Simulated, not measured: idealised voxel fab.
Process module heading - voxel released beams
The cross-section on display is named cut; it measures 240 nm wide, and its cells are 5 nm squares.
How to read a cross-section here: the picture is a grid of square cells, written as bands going from the top down, and any band can span one or more rows of cells. A band entry consists of two parts. The first gives the height of the band's top and the height of its bottom, in nm. The rest lists the band's materials from left to right, each with its width in nm. A single material labelled with the word "all across" fills the band from edge to edge, and the word "empty" marks empty space. Below 0: as-received wafer, all one material; heights counted from there. Lowest band: no bottom, goes on down, written "0 -> down". Read "30..40" as a graded width: first number on top, second number at the bottom, same change between each pair of neighbouring rows. Take "nothing was modified" at face value: in the step it is given for, the cross-section changed in none of its cells. Sealed internal cavities: empty space of 8 cells or more with no open way to the top, each as width x height at its distance from the left edge, in nm. after a step's settings: what the simulator itself notes on the step. "overlay nm" answers the question of how far to the right of plan the mask lay on a step that has a mask, and when it is negative the answer is to the left.

-- Steps in the process plan
| 1 | RECEIVE (material Si) |
| 2 | CONFORMAL_DEP (material SiN; thk nm 5) |
| 3 | DIRECTIONAL_DEP (material SiO2; thk nm 20) |
| 4 | DIRECTIONAL_DEP (material aC; thk nm 10) |
| 5 | PATTERN (tone open; mask id ANCHOR; material resist; width nm 40; thk nm 25; overlay nm 0) |
| 6 | DIRECTIONAL_ETCH (etch materials aC; depth nm 10) |
| 7 | STRIP (etch materials resist) |
| 8 | DIRECTIONAL_ETCH (etch materials SiO2; depth nm 20) |
| 9 | STRIP (etch materials aC) |
| 10 | CONFORMAL_DEP (material polySi; thk nm 15) |
| 11 | DIRECTIONAL_DEP (material aC; thk nm 10) |
| 12 | PATTERN (tone cover; mask id BEAM; material resist; width nm 90; thk nm 30; overlay nm 0) |
| 13 | DIRECTIONAL_ETCH (etch materials aC; depth nm 10) |
| 14 | STRIP (etch materials resist) |
| 15 | DIRECTIONAL_ETCH (etch materials polySi; depth nm 15) |
| 16 | STRIP (etch materials aC) |
| 17 | STRIP (etch materials SiO2) |

-- Wafer at receipt (post step 1), cross-section
    0 -> down: Si all across
    Sealed internal cavities: none

-- End-of-module cross-section. Starting structure and process plan as above; one mistake made in running it
    35 -> 20: empty=70, then polySi=20, then empty=10, then polySi=60, then empty=80
    20 -> 15: empty=75, then polySi=15, then empty=10, then polySi=15, then empty=125
    15 -> 0: empty=75, then polySi=40, then empty=125
    0 -> down: Si all across
    Sealed internal cavities: none
Plan not followed: step 2 was dropped from the plan's execution and never run
